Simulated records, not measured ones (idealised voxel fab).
Process module name: voxel spacer lines
The cross-section shown here is cut; it is 205 nm wide and divided into square cells measuring 5 nm on a side.
A cross-section is a grid of square cells, given in bands from the top down. A band is one or more rows of cells.
What a band's entry tells you: where the top is and where the bottom is, as heights in nm, and after that what lies inside, material by material from left to right, each with its width in nm. Empty space is written as the word "air", and a single material marked with the word "edge to edge" occupies the band from edge to edge.
Where do heights start? At 0: under that level the wafer as delivered is made of one material only. And the lowest band has no floor; it just carries on downward, as in "z 0 and below".
The notation "30 to 40" denotes a width that varies across the rows of cells in the band, beginning at the first number in the top row, finishing at the second number in the bottom row, and changing by an identical amount from each row to the next.
The designation "nothing changed", where it is given for a processing step, indicates that no cell of the cross-section was altered in the course of that step.
"closed voids": empty spaces of 8 cells or more with no open way to the top, each given as width x height at distance, distance from the left edge, all in nm.
That trailing text on a step's line, after the settings, is the simulator's own remark on the step.
You can add "overlay nm" to a step's line. For a step with a mask, it describes how far the mask lay to the right of its planned position, and a negative number describes a lay to the left.

Planned process steps:
| 1 | RECEIVE: material Si |
| 2 | CONFORMAL_DEP: material Al2O3, thk nm 10 |
| 3 | DIRECTIONAL_DEP: material SiN, thk nm 20 |
| 4 | DIRECTIONAL_DEP: material polySi, thk nm 20 |
| 5 | PATTERN: tone cover, mask id MANDREL, material resist, width nm 20, pitch nm 70, thk nm 30, overlay nm 0 |
| 6 | DIRECTIONAL_ETCH: etch materials polySi, depth nm 20 |
| 7 | STRIP: etch materials resist |
| 8 | CONFORMAL_DEP: material SiO2, thk nm 15 |
| 9 | DIRECTIONAL_ETCH: etch materials SiO2, depth nm 15 |
| 10 | STRIP: etch materials polySi |
| 11 | DIRECTIONAL_ETCH: etch materials SiN, depth nm 20 |
| 12 | STRIP: etch materials SiO2 |

Delivered wafer in cross-section: state after step 1:
  z 0 and below  Si edge to edge
  closed voids: none

Module complete - cross-section of the first of two wafers, run according to plan:
  z 30 to 10  air 5 nm; SiN 15 nm; air 20 nm; SiN 15 nm; air 20 nm; SiN 15 nm; air 20 nm; SiN 15 nm; air 20 nm; SiN 15 nm; air 20 nm; SiN 15 nm; air 10 nm
  z 10 to 0  Al2O3 edge to edge
  z 0 and below  Si edge to edge
  closed voids: none

Second wafer through the module, sectioned at the end: same beginning and same plan as the first wafer, with one mistake in carrying it out:
  z 30 to 10  air 5 nm; SiN 15 nm; air 25 nm; SiN 15 nm; air 15 nm; SiN 15 nm; air 25 nm; SiN 15 nm; air 15 nm; SiN 15 nm; air 25 nm; SiN 15 nm; air 5 nm
  z 10 to 0  Al2O3 edge to edge
  z 0 and below  Si edge to edge
  closed voids: none
what went wrong: step 5, actual vs plan mismatch, actual run PATTERN: tone cover, mask id MANDREL, material resist, width nm 25, pitch nm 70, thk nm 30, overlay nm 0
Final state: per-material cell counts identical on both wafers; locations differ.
